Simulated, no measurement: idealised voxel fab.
Name of the process module below: voxel fin reveal
FYI the section here is cut, 235 nm wide, cells are 5 nm squares.
Bands, listed from the top down, are how a cross-section gets written in this document; the cross-section itself is a grid of square cells, and a band is one or more rows of them.
A band entry consists of two parts. The first gives the height of the band's top and the height of its bottom, in nm. The rest lists the band's materials from left to right, each with its width in nm. A single material labelled with the word "throughout" fills the band from edge to edge, and the word "blank" marks empty space.
Beneath 0, the wafer as received is one material, and that level is where height counting begins. The lowest band goes on downward without a bottom; it is written like "0 nm and below".
The two numbers in a width such as "30 to 40" mark its ends across the band: the first belongs to the top row of cells, the second to the bottom row, and from each row to the next the width moves by the same amount.
"changes: none" after a step means that no cell of the cross-section changed.
You'll see "Sealed-off cavities" listing empty spaces that have no way open to the top, as long as they're 8 cells or more; the notation is width x height at distance, where the distance is from the left edge, and all of it is in nm.
Formally, on a step line, whatever follows the settings is a remark that the simulator itself makes on the step.
If you see "overlay nm" on a step's line and that step has a mask, it's telling you how far right of where it was planned the mask ended up; a negative number means it went left instead.
### Listed below are the process steps as planned
- 1: RECEIVE [material Si]
- 2: CONFORMAL_DEP [material SiN] [thk nm 5]
- 3: PATTERN [tone cover] [mask id FINS] [material resist] [width nm 15] [pitch nm 40] [thk nm 20] [overlay nm 0]
- 4: DIRECTIONAL_ETCH [etch materials SiN] [depth nm 5]
- 5: DIRECTIONAL_ETCH [etch materials Si] [depth nm 40]
- 6: STRIP [etch materials resist]
- 7: FILL_DEP [material SiO2] [thk nm 10]
- 8: CMP [height nm 5]
- 9: SELECTIVE_ETCH [etch materials SiO2] [depth nm 30]
- 10: STRIP [etch materials SiN]
- 11: CONFORMAL_DEP [material SiO2] [thk nm 5]
### Cross-section of the incoming wafer, state after step 1
* 0 nm and below | Si throughout
* Sealed-off cavities: none
### Cross-section, end of module. Start: as above. Plan: as above. Execution: one mistake
* 5 nm to 0 nm | 45 blank / 25 SiO2 / 15 blank / 25 SiO2 / 15 blank / 25 SiO2 / 15 blank / 25 SiO2 / 45 blank
* 0 nm to -20 nm | 45 blank / 5 SiO2 / 15 Si / 5 SiO2 / 15 blank / 5 SiO2 / 15 Si / 5 SiO2 / 15 blank / 5 SiO2 / 15 Si / 5 SiO2 / 15 blank / 5 SiO2 / 15 Si / 5 SiO2 / 45 blank
* -20 nm to -80 nm | 50 SiO2 / 15 Si / 25 SiO2 / 15 Si / 25 SiO2 / 15 Si / 25 SiO2 / 15 Si / 50 SiO2
* -80 nm and below | Si throughout
* Sealed-off cavities: none
What broke from the plan during processing? plan step 5 was conducted twice
